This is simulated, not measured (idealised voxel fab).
Process module name: voxel self aligned contacts
It is cross-section cut that appears here, measuring 260 nm in width, its square cells being 5 nm in size.
Bands, listed from the top down, are how a cross-section gets written in this document; the cross-section itself is a grid of square cells, and a band is one or more rows of them.
This entry defines a band. It first specifies the height of the band's top and the height of its bottom in nm, and then specifies the band's materials from left to right, stating each material with its width in nm. The word "all across" identifies a single material that fills the band from edge to edge, while the word "air" identifies empty space.
It should be noted that heights are counted from 0, beneath which the wafer as supplied is of one material throughout, and that the lowest band possesses no lower boundary but continues downward, as written in "0 down".
Per-row width for "30..40": begins at first number (top row of band), ends at second number (bottom row), increment between rows held constant.
Reading "changes: none" for a step: not a cell of the cross-section changed in it.
For the entry "Unvented internal voids", the listed items are empty spaces with no open way to the top whose size is 8 cells or more; each item follows the pattern width x height at distance, where distance is from the left edge and all three are in nm.
On a step's line, text after the settings is the simulator commenting on that step.
overlay nm, on a step with a mask: how far to the right of its planned place the mask lay; to the left if negative

-- Steps planned for the process
1) RECEIVE: material Si
2) CONFORMAL_DEP: material SiO2, thk nm 5
3) DIRECTIONAL_DEP: material polySi, thk nm 20
4) DIRECTIONAL_DEP: material SiN, thk nm 20
5) DIRECTIONAL_DEP: material aC, thk nm 10
6) PATTERN: tone cover, mask id GATE, material resist, width nm 30, pitch nm 70, thk nm 25, overlay nm 0
7) DIRECTIONAL_ETCH: etch materials aC, depth nm 10
8) STRIP: etch materials resist
9) DIRECTIONAL_ETCH: etch materials SiN, depth nm 20
10) DIRECTIONAL_ETCH: etch materials polySi, depth nm 20
11) STRIP: etch materials aC
12) CONFORMAL_DEP: material SiN, thk nm 10
13) DIRECTIONAL_ETCH: etch materials SiN, depth nm 10
14) FILL_DEP: material SiO2, thk nm 20
15) CMP: height nm 55
16) MASKED_ETCH: tone open, mask id CONTACT, width nm 50, pitch nm 70, etch materials SiO2, depth nm 55, overlay nm 0
17) CONFORMAL_DEP: material TiN, thk nm 5
18) FILL_DEP: material W, thk nm 5
19) CMP: height nm 55
20) CONFORMAL_DEP: material SiN, thk nm 5

-- Wafer at receipt (post step 1), cross-section
- 0 down: Si all across
- Unvented internal voids: none

-- The module was run from the start shown above using the plan shown above, but one mistake was made doing it; the resulting wafer cross-section is below
- 60 to 55: SiN all across
- 55 to 45: 35 nm SiO2 | 50 nm SiN | 5 nm TiN | 10 nm W | 5 nm TiN | 50 nm SiN | 5 nm TiN | 10 nm W | 5 nm TiN | 50 nm SiN | 35 nm SiO2
- 45 to 30: 35 nm SiO2 | 10 nm SiN | 30 nm polySi | 10 nm SiN | 5 nm TiN | 10 nm W | 5 nm TiN | 10 nm SiN | 30 nm polySi | 10 nm SiN | 5 nm TiN | 10 nm W | 5 nm TiN | 10 nm SiN | 30 nm polySi | 10 nm SiN | 35 nm SiO2
- 30 to 25: 35 nm SiO2 | 10 nm SiN | 30 nm polySi | 10 nm SiN | 20 nm TiN | 10 nm SiN | 30 nm polySi | 10 nm SiN | 20 nm TiN | 10 nm SiN | 30 nm polySi | 10 nm SiN | 35 nm SiO2
- 25 to 5: polySi all across
- 5 to 0: SiO2 all across
- 0 down: Si all across
- Unvented internal voids: none
What was done differently from what was planned? step 3 in the plan was executed twice
